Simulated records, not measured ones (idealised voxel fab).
Presented below is a process module, voxel wiring stack.
The cross-section shown here is cut; it is 280 nm wide and divided into square cells measuring 5 nm on a side.
The cross-sections in this document take the form of a grid made of square cells. They are written out as bands, in order from top to bottom. Each band consists of one or more rows of cells. Quick guide to a band line: top height, bottom height (nm) up front; then every material left to right with its width in nm. Only one material and it's marked "full width"? Then it fills the band edge to edge. And "empty" just means empty space. Note: height 0 marks the level under which the wafer is uniformly one material as received. Lowest band unbounded below, written "0..down". Width "30 to 40": first value at the band's top row of cells, second value at its bottom row, equal change from row to row. Any step labelled "remained unchanged" changed none of the cells in the cross-section. "Non-vented voids" enumerates empty spaces isolated from the top, with no open way to it, that contain at least 8 cells, giving each as width x height at distance from the left edge, all three in nm. Step line, after settings: the simulator's comment on this step. When a step includes a mask, the "overlay nm" setting on its line states how far to the right of its planned place that mask lay, and negative values state how far to the left.
THESE ARE THE STEPS WE PLANNED FOR THE PROCESS
1) RECEIVE,material Si
2) CONFORMAL_DEP,material SiO2,thk nm 10
3) DIRECTIONAL_DEP,material TiN,thk nm 5
4) DIRECTIONAL_DEP,material W,thk nm 15
5) MASKED_ETCH,tone cover,mask id METAL_1,width nm 20,pitch nm 40,etch materials W,depth nm 15,overlay nm 0
6) MASKED_ETCH,tone cover,mask id METAL_1,width nm 20,pitch nm 40,etch materials TiN,depth nm 5,overlay nm 0
7) CONFORMAL_DEP,material SiCN,thk nm 5
8) FILL_DEP,material lowk,thk nm 5
9) CMP,height nm 30
10) CONFORMAL_DEP,material SiCN,thk nm 5
11) DIRECTIONAL_DEP,material lowk,thk nm 25
12) DIRECTIONAL_DEP,material aC,thk nm 10
13) PATTERN,tone open,mask id METAL_2_HOLES,material resist,width nm 15,pitch nm 80,thk nm 30,overlay nm 0
14) DIRECTIONAL_ETCH,etch materials aC,depth nm 10
15) STRIP,etch materials resist
16) DIRECTIONAL_ETCH,etch materials lowk,depth nm 25
17) STRIP,etch materials aC
18) PATTERN,tone open,mask id METAL_2,material resist,width nm 20,pitch nm 40,thk nm 15,overlay nm 0
19) DIRECTIONAL_ETCH,etch materials lowk,depth nm 15
20) DIRECTIONAL_ETCH,etch materials SiCN,depth nm 5
21) STRIP,etch materials resist
22) CONFORMAL_DEP,material TiN,thk nm 5
23) FILL_DEP,material Ru,thk nm 10
24) CMP,height nm 60
25) CONFORMAL_DEP,material SiCN,thk nm 5
The width nm used in step 13 is not the same on every wafer, whereas the starting condition is; the value printed in the plan is the first wafer's.
FIRST WAFER AS RECEIVED, AFTER STEP 1
* 0..down = Si full width
* Non-vented voids: none
CROSS-SECTIONAL REPRESENTATION OF THE FIRST OF SEVERAL WAFERS AT THE END OF THE MODULE, I.E. AFTER ITS TERMINAL STEP, STEP 25
* 65..60 = SiCN full width
* 60..50 = lowk: 70, then TiN: 5, then Ru: 10, then TiN: 5, then lowk: 20, then TiN: 5, then Ru: 10, then TiN: 5, then lowk: 20, then TiN: 5, then Ru: 10, then TiN: 5, then lowk: 20, then TiN: 5, then Ru: 10, then TiN: 5, then lowk: 70
* 50..45 = lowk: 70, then TiN: 5, then Ru: 5, then TiN: 10, then lowk: 20, then TiN: 20, then lowk: 20, then TiN: 5, then Ru: 5, then TiN: 10, then lowk: 20, then TiN: 20, then lowk: 70
* 45..35 = lowk: 70, then TiN: 5, then Ru: 5, then TiN: 5, then lowk: 65, then TiN: 5, then Ru: 5, then TiN: 5, then lowk: 115
* 35..30 = SiCN: 70, then TiN: 15, then SiCN: 65, then TiN: 15, then SiCN: 115
* 30..15 = lowk: 65, then SiCN: 5, then W: 20, then SiCN: 5, then lowk: 10, then SiCN: 5, then W: 20, then SiCN: 5, then lowk: 10, then SiCN: 5, then W: 20, then SiCN: 5, then lowk: 10, then SiCN: 5, then W: 20, then SiCN: 5, then lowk: 65
* 15..10 = SiCN: 70, then TiN: 20, then SiCN: 20, then TiN: 20, then SiCN: 20, then TiN: 20, then SiCN: 20, then TiN: 20, then SiCN: 70
* 10..0 = SiO2 full width
* 0..down = Si full width
* Non-vented voids: none
AT THE END OF THE MODULE, THE LAST OF SEVERAL WAFERS IN CROSS-SECTION
* 65..60 = SiCN full width
* 60..50 = lowk: 65, then TiN: 5, then Ru: 20, then TiN: 5, then lowk: 15, then TiN: 5, then Ru: 10, then TiN: 5, then lowk: 15, then TiN: 5, then Ru: 20, then TiN: 5, then lowk: 15, then TiN: 5, then Ru: 10, then TiN: 5, then lowk: 70
* 50..45 = lowk: 65, then TiN: 5, then Ru: 20, then TiN: 5, then lowk: 15, then TiN: 20, then lowk: 15, then TiN: 5, then Ru: 20, then TiN: 5, then lowk: 15, then TiN: 20, then lowk: 70
* 45..35 = lowk: 65, then TiN: 5 to 10, then Ru: 20 to 10, then TiN: 5 to 10, then lowk: 50, then TiN: 5 to 10, then Ru: 20 to 10, then TiN: 5 to 10, then lowk: 105
* 35..30 = SiCN: 70, then TiN: 20, then SiCN: 60, then TiN: 20, then SiCN: 110
* 30..15 = lowk: 65, then SiCN: 5, then W: 20, then SiCN: 5, then lowk: 10, then SiCN: 5, then W: 20, then SiCN: 5, then lowk: 10, then SiCN: 5, then W: 20, then SiCN: 5, then lowk: 10, then SiCN: 5, then W: 20, then SiCN: 5, then lowk: 65
* 15..10 = SiCN: 70, then TiN: 20, then SiCN: 20, then TiN: 20, then SiCN: 20, then TiN: 20, then SiCN: 20, then TiN: 20, then SiCN: 70
* 10..0 = SiO2 full width
* 0..down = Si full width
* Non-vented voids: none
WHAT FOLLOWS IS A TABLE IN WHICH EACH WAFER OCCUPIES A ROW; FOR THE WAFER AS IT STANDS AT THE CLOSE OF THE MODULE, THE ROW STATES, MATERIAL BY MATERIAL, HOW MANY CELLS HAVE BEEN GAINED (+) OR LOST (-) SINCE RECEIPT, AND THEN GIVES ITS CLOSED VOIDS
width nm 15; +22 Ru; +170 SiCN; +112 SiO2; +60 TiN; +48 W; +316 lowk; Non-vented voids: none
width nm 20; +28 Ru; +168 SiCN; +112 SiO2; +60 TiN; +48 W; +312 lowk; Non-vented voids: none
width nm 25; +36 Ru; +168 SiCN; +112 SiO2; +62 TiN; +48 W; +302 lowk; Non-vented voids: none
width nm 30; +44 Ru; +168 SiCN; +112 SiO2; +64 TiN; +48 W; +292 lowk; Non-vented voids: none
